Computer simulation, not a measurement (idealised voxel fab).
The name of this process module is voxel self aligned vias.
Shown is cross-section cut, with a width of 265 nm and square cells of size 5 nm.
Think of the cross-section as a grid of square cells. We describe it in bands, top to bottom, and each band covers one or more rows of those cells.
For a band, the entry starts with two heights in nm, that of the top and then that of the bottom, and carries on with the band's materials in order from left to right, each alongside its width in nm; the word "throughout" beside a single material means it fills the band edge to edge, and "air" means empty space.
Note: height 0 marks the level under which the wafer is uniformly one material as received. Lowest band unbounded below, written "0 down".
Width: "30..40" (first number = top row, second number = bottom row, same change from row to row of cells).
The cross-section has no changed cell in any step marked "same as before".
Each empty space that has no open way to the top and spans at least 8 cells appears under "Closed cavities" as width x height at distance, the distance counted from the left edge, all in nm.
Past the settings on a step's line: simulator remark, on that step.
overlay nm: on a step with a mask, how far right of its planned place the mask lay; negative means left.
These are the steps we planned for the process
- 1: RECEIVE, material Si
- 2: CONFORMAL_DEP, material SiO2, thk nm 15
- 3: CONFORMAL_DEP, material SiCN, thk nm 5
- 4: DIRECTIONAL_DEP, material lowk, thk nm 30
- 5: MASKED_ETCH, tone open, mask id LINES, width nm 25, pitch nm 75, etch materials lowk, depth nm 30, overlay nm 0
- 6: CONFORMAL_DEP, material TiN, thk nm 5
- 7: FILL_DEP, material Ru, thk nm 10
- 8: CMP, height nm 50
- 9: SELECTIVE_ETCH, etch materials W Ru TiN, depth nm 5
- 10: FILL_DEP, material SiN, thk nm 10
- 11: CMP, height nm 50
- 12: DIRECTIONAL_DEP, material lowk, thk nm 20
- 13: PATTERN, tone open, mask id VIAS, material resist, width nm 45, thk nm 20, overlay nm 0
- 14: DIRECTIONAL_ETCH, etch materials lowk, depth nm 20
- 15: DIRECTIONAL_ETCH, etch materials SiN, depth nm 5
- 16: STRIP, etch materials resist
- 17: CONFORMAL_DEP, material TiN, thk nm 5
- 18: FILL_DEP, material W, thk nm 10
- 19: CMP, height nm 70
- 20: CONFORMAL_DEP, material SiN, thk nm 5
What follows covers the first of two wafers; it ran as planned
Incoming wafer, cross-sectional view, post step 1
    0 down  Si throughout
    Closed cavities: none
Take a look at the wafer's cross-section after step 2
    15 to 0  SiO2 throughout
    Everything below 0 is unchanged.
Take a look at the wafer's cross-section after step 3
    20 to 15  SiCN throughout
    Everything below 15 is unchanged.
Take a look at the wafer's cross-section after step 4
    50 to 20  lowk throughout
    Everything below 20 is unchanged.
Take a look at the wafer's cross-section after step 5
    50 to 20  lowk: 80, then air: 25, then lowk: 50, then air: 25, then lowk: 85
    Everything below 20 is unchanged.
Take a look at the wafer's cross-section after step 6
    55 to 50  TiN: 85, then air: 15, then TiN: 60, then air: 15, then TiN: 90
    50 to 25  lowk: 80, then TiN: 5, then air: 15, then TiN: 5, then lowk: 50, then TiN: 5, then air: 15, then TiN: 5, then lowk: 85
    25 to 20  lowk: 80, then TiN: 25, then lowk: 50, then TiN: 25, then lowk: 85
    Everything below 20 is unchanged.
Take a look at the wafer's cross-section after step 7
    65 to 55  Ru throughout
    55 to 50  TiN: 85, then Ru: 15, then TiN: 60, then Ru: 15, then TiN: 90
    50 to 25  lowk: 80, then TiN: 5, then Ru: 15, then TiN: 5, then lowk: 50, then TiN: 5, then Ru: 15, then TiN: 5, then lowk: 85
    Everything below 25 is unchanged.
Take a look at the wafer's cross-section after step 8
    50 to 25  lowk: 80, then TiN: 5, then Ru: 15, then TiN: 5, then lowk: 50, then TiN: 5, then Ru: 15, then TiN: 5, then lowk: 85
    Everything below 25 is unchanged.
Take a look at the wafer's cross-section after step 9
    50 to 45  lowk: 80, then air: 25, then lowk: 50, then air: 25, then lowk: 85
    Everything below 45 is unchanged.
Take a look at the wafer's cross-section after step 10
    60 to 50  SiN throughout
    50 to 45  lowk: 80, then SiN: 25, then lowk: 50, then SiN: 25, then lowk: 85
    Everything below 45 is unchanged.
Take a look at the wafer's cross-section after step 11
    50 to 45  lowk: 80, then SiN: 25, then lowk: 50, then SiN: 25, then lowk: 85
    Everything below 45 is unchanged.
Take a look at the wafer's cross-section after step 12
    70 to 50  lowk throughout
    Everything below 50 is unchanged.
Take a look at the wafer's cross-section after step 13
    90 to 70  resist: 70, then air: 45, then resist: 150
    Everything below 70 is unchanged.
Take a look at the wafer's cross-section after step 14
    90 to 70  resist: 70, then air: 45, then resist: 150
    70 to 50  lowk: 70, then air: 45, then lowk: 150
    Everything below 50 is unchanged.
Take a look at the wafer's cross-section after step 15
    90 to 70  resist: 70, then air: 45, then resist: 150
    70 to 50  lowk: 70, then air: 45, then lowk: 150
    50 to 45  lowk: 80, then air: 25, then lowk: 50, then SiN: 25, then lowk: 85
    Everything below 45 is unchanged.
Take a look at the wafer's cross-section after step 16
    70 to 50  lowk: 70, then air: 45, then lowk: 150
    Everything below 50 is unchanged.
Take a look at the wafer's cross-section after step 17
    75 to 70  TiN: 75, then air: 35, then TiN: 155
    70 to 55  lowk: 70, then TiN: 5, then air: 35, then TiN: 5, then lowk: 150
    55 to 50  lowk: 70, then TiN: 15, then air: 15, then TiN: 15, then lowk: 150
    50 to 45  lowk: 80, then TiN: 25, then lowk: 50, then SiN: 25, then lowk: 85
    Everything below 45 is unchanged.
Take a look at the wafer's cross-section after step 18
    85 to 75  W throughout
    75 to 70  TiN: 75, then W: 35, then TiN: 155
    70 to 55  lowk: 70, then TiN: 5, then W: 35, then TiN: 5, then lowk: 150
    55 to 50  lowk: 70, then TiN: 15, then W: 15, then TiN: 15, then lowk: 150
    Everything below 50 is unchanged.
Take a look at the wafer's cross-section after step 19
    70 to 55  lowk: 70, then TiN: 5, then W: 35, then TiN: 5, then lowk: 150
    Everything below 55 is unchanged.
Take a look at the wafer's cross-section after step 20
    75 to 70  SiN throughout
    Everything below 70 is unchanged.
Second Wafer (Identical Start and Plan, One Processing Error; Matches First Wafer Through Step 13)
Here is the second wafer in cross-section at the point where step 14 of the plan should have been done
    90 to 70  resist: 70, then air: 45, then resist: 150
    70 to 50  lowk: 70, then air: 45, then lowk: 150
    50 to 45  lowk: 70, then air: 10, then SiN: 25, then air: 10, then lowk: 40, then SiN: 25, then lowk: 85
    45 to 30  lowk: 70, then air: 10, then TiN: 5, then Ru: 15, then TiN: 5, then air: 10, then lowk: 40, then TiN: 5, then Ru: 15, then TiN: 5, then lowk: 85
    Everything below 30 is unchanged.
Here is the second wafer in cross-section at the point where step 15 of the plan should have been done
    90 to 70  resist: 70, then air: 45, then resist: 150
    70 to 50  lowk: 70, then air: 45, then lowk: 150
    50 to 45  lowk: 70, then air: 45, then lowk: 40, then SiN: 25, then lowk: 85
    Everything below 45 is unchanged.
Here is the second wafer in cross-section at the point where step 16 of the plan should have been done
    70 to 50  lowk: 70, then air: 45, then lowk: 150
    Everything below 50 is unchanged.
Here is the second wafer in cross-section at the point where step 17 of the plan should have been done
    75 to 70  TiN: 75, then air: 35, then TiN: 155
    70 to 50  lowk: 70, then TiN: 5, then air: 35, then TiN: 5, then lowk: 150
    50 to 45  lowk: 70, then TiN: 45, then lowk: 40, then SiN: 25, then lowk: 85
    45 to 30  lowk: 70, then TiN: 15, then Ru: 15, then TiN: 15, then lowk: 40, then TiN: 5, then Ru: 15, then TiN: 5, then lowk: 85
    Everything below 30 is unchanged.
Here is the second wafer in cross-section at the point where step 18 of the plan should have been done
    85 to 75  W throughout
    75 to 70  TiN: 75, then W: 35, then TiN: 155
    70 to 50  lowk: 70, then TiN: 5, then W: 35, then TiN: 5, then lowk: 150
    Everything below 50 is unchanged.
Here is the second wafer in cross-section at the point where step 19 of the plan should have been done
    70 to 50  lowk: 70, then TiN: 5, then W: 35, then TiN: 5, then lowk: 150
    Everything below 50 is unchanged.
Here is the second wafer in cross-section at the point where step 20 of the plan should have been done
    75 to 70  SiN throughout
    Everything below 70 is unchanged.
It is concluded that the wafer was processed incorrectly with respect to the plan, in that the plan had its step 14 run twice
End of process, cell counts, second wafer against first, materials with more or fewer: +12 TiN | +4 W | -16 lowk
